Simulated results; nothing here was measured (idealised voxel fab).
This section sets out a process module, namely voxel spacer lines.
For reference, the cross-section in this document is cut, with width 230 nm and square cells of 5 nm.
Cross-section = grid of square cells, listed top down in bands; band = one or more rows. Heights first: top, then bottom, in nm. Then materials, left to right, each with a width in nm. "edge to edge" on a single material: fills the band edge to edge. "blank": empty space. Heights are reckoned from 0. Under this level, the received wafer is all of one material. The bottommost band is open-ended downward, for example "0 nm and below". Per-row width for "30 to 40": begins at first number (top row of band), ends at second number (bottom row), increment between rows held constant. "no change" for a step: no cell of the cross-section changed in that step. "closed voids" contains a list of empty spaces, each no smaller than 8 cells and without an open way to the top, written in the form width x height at distance with the distance from the left edge and all three in nm. Formally, on a step line, whatever follows the settings is a remark that the simulator itself makes on the step. A step line may carry the setting "overlay nm", which, for steps involving a mask, states the distance by which the mask lay to the right of its intended position; negative values denote displacement to the left.

-- So here's the lineup of process steps we planned
1) RECEIVE, material Si
2) CONFORMAL_DEP, material Al2O3, thk nm 5
3) DIRECTIONAL_DEP, material SiN, thk nm 10
4) DIRECTIONAL_DEP, material polySi, thk nm 25
5) PATTERN, tone cover, mask id MANDREL, material resist, width nm 15, pitch nm 60, thk nm 35, overlay nm 0
6) DIRECTIONAL_ETCH, etch materials polySi, depth nm 25
7) STRIP, etch materials resist
8) CONFORMAL_DEP, material SiO2, thk nm 15
9) DIRECTIONAL_ETCH, etch materials SiO2, depth nm 15
10) STRIP, etch materials polySi
11) DIRECTIONAL_ETCH, etch materials SiN, depth nm 10
12) STRIP, etch materials SiO2

-- First of two wafers, with the run carried out as planned

-- This is the cross-section of the wafer as we received it, i.e. after step 1
    0 nm and below  Si edge to edge
    closed voids: none

-- Take a look at the wafer's cross-section after step 2
    5 nm to 0 nm  Al2O3 edge to edge
    below 0: unchanged

-- Take a look at the wafer's cross-section after step 3
    15 nm to 5 nm  SiN edge to edge
    below 5: unchanged

-- Take a look at the wafer's cross-section after step 4
    40 nm to 15 nm  polySi edge to edge
    below 15: unchanged

-- Take a look at the wafer's cross-section after step 5
    75 nm to 40 nm  blank 45 nm / resist 15 nm / blank 45 nm / resist 15 nm / blank 45 nm / resist 15 nm / blank 50 nm
    below 40: unchanged

-- Take a look at the wafer's cross-section after step 6
    75 nm to 40 nm  blank 45 nm / resist 15 nm / blank 45 nm / resist 15 nm / blank 45 nm / resist 15 nm / blank 50 nm
    40 nm to 15 nm  blank 45 nm / polySi 15 nm / blank 45 nm / polySi 15 nm / blank 45 nm / polySi 15 nm / blank 50 nm
    below 15: unchanged

-- Take a look at the wafer's cross-section after step 7
    40 nm to 15 nm  blank 45 nm / polySi 15 nm / blank 45 nm / polySi 15 nm / blank 45 nm / polySi 15 nm / blank 50 nm
    below 15: unchanged

-- Take a look at the wafer's cross-section after step 8
    55 nm to 40 nm  blank 30 nm / SiO2 45 nm / blank 15 nm / SiO2 45 nm / blank 15 nm / SiO2 45 nm / blank 35 nm
    40 nm to 30 nm  blank 30 nm / SiO2 15 nm / polySi 15 nm / SiO2 15 nm / blank 15 nm / SiO2 15 nm / polySi 15 nm / SiO2 15 nm / blank 15 nm / SiO2 15 nm / polySi 15 nm / SiO2 15 nm / blank 35 nm
    30 nm to 15 nm  SiO2 45 nm / polySi 15 nm / SiO2 45 nm / polySi 15 nm / SiO2 45 nm / polySi 15 nm / SiO2 50 nm
    below 15: unchanged

-- Take a look at the wafer's cross-section after step 9
    40 nm to 15 nm  blank 30 nm / SiO2 15 nm / polySi 15 nm / SiO2 15 nm / blank 15 nm / SiO2 15 nm / polySi 15 nm / SiO2 15 nm / blank 15 nm / SiO2 15 nm / polySi 15 nm / SiO2 15 nm / blank 35 nm
    below 15: unchanged

-- Take a look at the wafer's cross-section after step 10
    40 nm to 15 nm  blank 30 nm / SiO2 15 nm / blank 15 nm / SiO2 15 nm / blank 15 nm / SiO2 15 nm / blank 15 nm / SiO2 15 nm / blank 15 nm / SiO2 15 nm / blank 15 nm / SiO2 15 nm / blank 35 nm
    below 15: unchanged

-- Take a look at the wafer's cross-section after step 11
    40 nm to 15 nm  blank 30 nm / SiO2 15 nm / blank 15 nm / SiO2 15 nm / blank 15 nm / SiO2 15 nm / blank 15 nm / SiO2 15 nm / blank 15 nm / SiO2 15 nm / blank 15 nm / SiO2 15 nm / blank 35 nm
    15 nm to 5 nm  blank 30 nm / SiN 15 nm / blank 15 nm / SiN 15 nm / blank 15 nm / SiN 15 nm / blank 15 nm / SiN 15 nm / blank 15 nm / SiN 15 nm / blank 15 nm / SiN 15 nm / blank 35 nm
    below 5: unchanged

-- Take a look at the wafer's cross-section after step 12
    15 nm to 5 nm  blank 30 nm / SiN 15 nm / blank 15 nm / SiN 15 nm / blank 15 nm / SiN 15 nm / blank 15 nm / SiN 15 nm / blank 15 nm / SiN 15 nm / blank 15 nm / SiN 15 nm / blank 35 nm
    below 5: unchanged

-- The second wafer: identical to the first at the outset and in its planned sequence, differing only in that one mistake was made during processing; up to and including step 7, its path is the first wafer's path

-- Cross-section of the second wafer corresponding to the planned conclusion of step 8
    55 nm to 40 nm  blank 30 nm / Al2O3 45 nm / blank 15 nm / Al2O3 45 nm / blank 15 nm / Al2O3 45 nm / blank 35 nm
    40 nm to 30 nm  blank 30 nm / Al2O3 15 nm / polySi 15 nm / Al2O3 15 nm / blank 15 nm / Al2O3 15 nm / polySi 15 nm / Al2O3 15 nm / blank 15 nm / Al2O3 15 nm / polySi 15 nm / Al2O3 15 nm / blank 35 nm
    30 nm to 15 nm  Al2O3 45 nm / polySi 15 nm / Al2O3 45 nm / polySi 15 nm / Al2O3 45 nm / polySi 15 nm / Al2O3 50 nm
    below 15: unchanged

Cross-section of the second wafer corresponding to the planned conclusion of step 9: no change

Cross-section of the second wafer corresponding to the planned conclusion of step 10: no change

Cross-section of the second wafer corresponding to the planned conclusion of step 11: no change

Cross-section of the second wafer corresponding to the planned conclusion of step 12: no change
So what did we get wrong on this run? the process deviated at step 8: the operation and settings actually run there were CONFORMAL_DEP, material Al2O3, thk nm 15
End check, counted in cells, second wafer has more or fewer of these materials than the first: Al2O3: 228 more, SiN: 56 more, polySi: 45 more
